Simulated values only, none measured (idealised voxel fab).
Title: Process Module voxel self aligned vias
FYI the section here is cut, 190 nm wide, cells are 5 nm squares.
When this document writes out a cross-section, it uses a grid of square cells and lists it as bands, beginning at the top and moving down, with a band standing for one or more rows of cells.
Top height, bottom height, nm. Materials left to right, width each, nm. Single material + "edge to edge" = fills band edge to edge. "blank" = empty.
Note: height 0 marks the level under which the wafer is uniformly one material as received. Lowest band unbounded below, written "0 down".
Read "30->40" as a graded width: first number on top, second number at the bottom, same change between each pair of neighbouring rows.
For the purposes of this document, the phrase "nothing changed" attached to a step denotes that no cell within the cross-section was modified by that step.
Heads up: "Sealed void inventory" only lists the empty pockets with no open path to the top that are 8 cells or more, and it writes them as width x height at distance, distance from the left edge, in nm.
Whatever follows a step's settings on its line is a remark the simulator itself makes about that step.
overlay nm: where the mask lay relative to plan, measured to the right, on steps with a mask; negatives go left.

Steps in the process plan:
1: RECEIVE, material Si
2: CONFORMAL_DEP, material SiO2, thk nm 15
3: CONFORMAL_DEP, material SiCN, thk nm 5
4: DIRECTIONAL_DEP, material lowk, thk nm 20
5: MASKED_ETCH, tone open, mask id LINES, width nm 25, pitch nm 70, etch materials lowk, depth nm 20, overlay nm 0
6: CONFORMAL_DEP, material TiN, thk nm 5
7: FILL_DEP, material W, thk nm 5
8: CMP, height nm 40
9: SELECTIVE_ETCH, etch materials W Ru TiN, depth nm 5
10: FILL_DEP, material SiN, thk nm 10
11: CMP, height nm 40
12: DIRECTIONAL_DEP, material lowk, thk nm 15
13: DIRECTIONAL_DEP, material aC, thk nm 10
14: PATTERN, tone open, mask id VIAS, material resist, width nm 45, thk nm 25, overlay nm 0
15: DIRECTIONAL_ETCH, etch materials aC, depth nm 10
16: STRIP, etch materials resist
17: DIRECTIONAL_ETCH, etch materials lowk, depth nm 15
18: DIRECTIONAL_ETCH, etch materials SiN, depth nm 5
19: STRIP, etch materials aC
20: CONFORMAL_DEP, material TiN, thk nm 5
21: FILL_DEP, material Cu, thk nm 10
22: CMP, height nm 55
23: CONFORMAL_DEP, material SiN, thk nm 5

Cross-sectional view of the wafer in its as-received condition, corresponding to the state after step 1:
- 0 down | Si edge to edge
- Sealed void inventory: none

Cross-section: first of two wafers, module finished, run according to plan:
- 60 to 55 | SiN edge to edge
- 55 to 45 | lowk (35); TiN (5); Cu (35); TiN (5); lowk (110)
- 45 to 40 | lowk (35); TiN (15); Cu (15); TiN (15); lowk (110)
- 40 to 35 | lowk (45); TiN (25); lowk (45); SiN (25); lowk (50)
- 35 to 25 | lowk (45); TiN (5); W (15); TiN (5); lowk (45); TiN (5); W (15); TiN (5); lowk (50)
- 25 to 20 | lowk (45); TiN (25); lowk (45); TiN (25); lowk (50)
- 20 to 15 | SiCN edge to edge
- 15 to 0 | SiO2 edge to edge
- 0 down | Si edge to edge
- Sealed void inventory: none

Cross-sectional view of the second of two wafers upon completion of the module. This wafer shared its starting condition and process plan with the first; one error was made during its execution:
- 60 to 55 | SiN edge to edge
- 55 to 45 | lowk (35); TiN (5); Cu (35); TiN (5); lowk (110)
- 45 to 40 | lowk (35); TiN (45); lowk (110)
- 40 to 35 | SiN (35); TiN (10); lowk (25); TiN (10); SiN (35); lowk (25); SiN (50)
- 35 to 25 | W (40); TiN (5); lowk (25); TiN (5); W (35); TiN (5); lowk (25); TiN (5); W (45)
- 25 to 20 | TiN (45); lowk (25); TiN (45); lowk (25); TiN (50)
- 20 to 15 | SiCN edge to edge
- 15 to 0 | SiO2 edge to edge
- 0 down | Si edge to edge
- Sealed void inventory: none
Processing error: step 5 went in with a setting other than planned; the actual run was MASKED_ETCH, tone cover, mask id LINES, width nm 25, pitch nm 70, etch materials lowk, depth nm 20, overlay nm 0
At the finish, the second wafer shows more or fewer cells for some materials than the first does: Cu: 3 fewer, SiN: 19 more, TiN: 20 more, W: 36 more, lowk: 72 fewer
